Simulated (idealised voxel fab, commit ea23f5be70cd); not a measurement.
Name of the process module below: voxel capacitor over wiring
Square cell edge 5 nm, section width 215 nm, ID cut.
Cross-section, as written here: a square-cell grid given band by band from the top down, where a band holds one or more rows of cells.
Each band's line starts with the height of the band's top and of its bottom, in nm. Then come its materials from left to right, each with its width in nm. One material with "full width" fills the band from edge to edge. "blank" is empty space.
Measure heights from 0. That's the level where, below it, the as-received wafer is all one material. The lowest band is bottomless and extends downward; write it as in "0 down".
So if you see something like "30..40" for the width, read it as the top row of the band sitting at the first number and the bottom row at the second, with every row in between moving by the same amount as the last.
A step reported as "stayed the same" is a step in which no cell of the cross-section changed.
Voids not open to the top, 8 cells minimum: see "Sealed voids". Written width x height at distance; distance is from the left edge; nm.
Anything after a step's settings on that line? It's the simulator's own note about the step.
What "overlay nm" on a step's line means: if the step has a mask, that mask lay this far to the right of its planned place, or, when the value is negative, to the left.
plan
1) RECEIVE,material Si
2) CONFORMAL_DEP,material SiO2,thk nm 15
3) CONFORMAL_DEP,material SiCN,thk nm 5
4) DIRECTIONAL_DEP,material SiO2,thk nm 20
5) MASKED_ETCH,tone open,mask id METAL_1,width nm 30,pitch nm 80,etch materials SiO2,depth nm 20,overlay nm 0
6) MASKED_ETCH,tone open,mask id METAL_1,width nm 30,pitch nm 80,etch materials SiCN,depth nm 5,overlay nm 0
7) CONFORMAL_DEP,material TiN,thk nm 5
8) FILL_DEP,material Cu,thk nm 10
9) CMP,height nm 40
10) CONFORMAL_DEP,material SiCN,thk nm 5
11) DIRECTIONAL_DEP,material lowk,thk nm 15
12) MASKED_ETCH,tone open,mask id PLUG_1,width nm 15,etch materials lowk,depth nm 15,overlay nm 0
13) MASKED_ETCH,tone open,mask id PLUG_1,width nm 15,etch materials SiCN,depth nm 5,overlay nm 0
14) CONFORMAL_DEP,material TiN,thk nm 5
15) FILL_DEP,material W,thk nm 10
16) CMP,height nm 60
17) DIRECTIONAL_DEP,material TiN,thk nm 10
18) DIRECTIONAL_DEP,material HfO2,thk nm 5
19) DIRECTIONAL_DEP,material TiN,thk nm 5
20) MASKED_ETCH,tone cover,mask id UPPER_PLATE,width nm 55,etch materials TiN,depth nm 5,overlay nm 0
21) MASKED_ETCH,tone cover,mask id UPPER_PLATE,width nm 55,etch materials HfO2,depth nm 5,overlay nm 0
22) MASKED_ETCH,tone cover,mask id LOWER_PLATE,width nm 65,etch materials TiN,depth nm 10,overlay nm -15
23) FILL_DEP,material SiO2,thk nm 20
24) CMP,height nm 95
25) MASKED_ETCH,tone open,mask id PLUG_2,width nm 15,etch materials SiO2,depth nm 15,overlay nm 0
26) CONFORMAL_DEP,material TiN,thk nm 5
27) FILL_DEP,material Cu,thk nm 10
28) CMP,height nm 95
29) CONFORMAL_DEP,material SiCN,thk nm 5
Keep in mind the plan's value for the overlay nm of step 22 comes from the first wafer; the wafers don't share that setting, but they do share the same starting point.
Cross-section, first of several wafers, as delivered after step 1
	0 down | Si full width
	Sealed voids: none
Here's the first of several wafers in cross-section, end of the module, after the last step, step 29
	100 to 95 | SiCN full width
	95 to 85 | SiO2 75 nm, TiN 5 nm, Cu 5 nm, TiN 5 nm, SiO2 125 nm
	85 to 75 | SiO2 75..65 nm, TiN 15..45 nm, SiO2 125..105 nm
	75 to 70 | SiO2 65 nm, HfO2 55 nm, SiO2 95 nm
	70 to 60 | SiO2 45 nm, TiN 75 nm, SiO2 95 nm
	60 to 45 | lowk 65 nm, TiN 5 nm, W 5 nm, TiN 5 nm, lowk 135 nm
	45 to 40 | SiCN 65 nm, TiN 15 nm, SiCN 135 nm
	40 to 20 | SiO2 50 nm, TiN 5 nm, Cu 20 nm, TiN 5 nm, SiO2 50 nm, TiN 5 nm, Cu 20 nm, TiN 5 nm, SiO2 55 nm
	20 to 15 | SiCN 50 nm, TiN 30 nm, SiCN 50 nm, TiN 30 nm, SiCN 55 nm
	15 to 0 | SiO2 full width
	0 down | Si full width
	Sealed voids: none
At the end of the module, the last of several wafers in cross-section
	100 to 95 | SiCN full width
	95 to 85 | SiO2 75 nm, TiN 5 nm, Cu 5 nm, TiN 5 nm, SiO2 125 nm
	85 to 75 | SiO2 75 nm, TiN 15..45 nm, SiO2 125..95 nm
	75 to 70 | SiO2 65 nm, HfO2 55 nm, SiO2 95 nm
	70 to 60 | SiO2 65 nm, TiN 75 nm, SiO2 75 nm
	60 to 45 | lowk 65 nm, TiN 5 nm, W 5 nm, TiN 5 nm, lowk 135 nm
	45 to 40 | SiCN 65 nm, TiN 15 nm, SiCN 135 nm
	40 to 20 | SiO2 50 nm, TiN 5 nm, Cu 20 nm, TiN 5 nm, SiO2 50 nm, TiN 5 nm, Cu 20 nm, TiN 5 nm, SiO2 55 nm
	20 to 15 | SiCN 50 nm, TiN 30 nm, SiCN 50 nm, TiN 30 nm, SiCN 55 nm
	15 to 0 | SiO2 full width
	0 down | Si full width
	Sealed voids: none
Below is a per-wafer table. In it, each row describes the wafer at the end of the module by giving, for each material, the number of cells gained (+) or lost (-) since the wafer was received, and after that the closed voids of the wafer
overlay nm -15 | +34 Cu | +11 HfO2 | +114 SiCN | +495 SiO2 | +83 TiN | +3 W | +120 lowk | Sealed voids: none
overlay nm -10 | +34 Cu | +11 HfO2 | +114 SiCN | +496 SiO2 | +82 TiN | +3 W | +120 lowk | Sealed voids: none
overlay nm -5 | +34 Cu | +11 HfO2 | +114 SiCN | +497 SiO2 | +81 TiN | +3 W | +120 lowk | Sealed voids: none
overlay nm 0 | +34 Cu | +11 HfO2 | +114 SiCN | +497 SiO2 | +81 TiN | +3 W | +120 lowk | Sealed voids: none
overlay nm 5 | +34 Cu | +11 HfO2 | +114 SiCN | +497 SiO2 | +81 TiN | +3 W | +120 lowk | Sealed voids: none
overlay nm 10 | +34 Cu | +11 HfO2 | +114 SiCN | +496 SiO2 | +82 TiN | +3 W | +120 lowk | Sealed voids: none
overlay nm 15 | +34 Cu | +11 HfO2 | +114 SiCN | +495 SiO2 | +83 TiN | +3 W | +120 lowk | Sealed voids: none
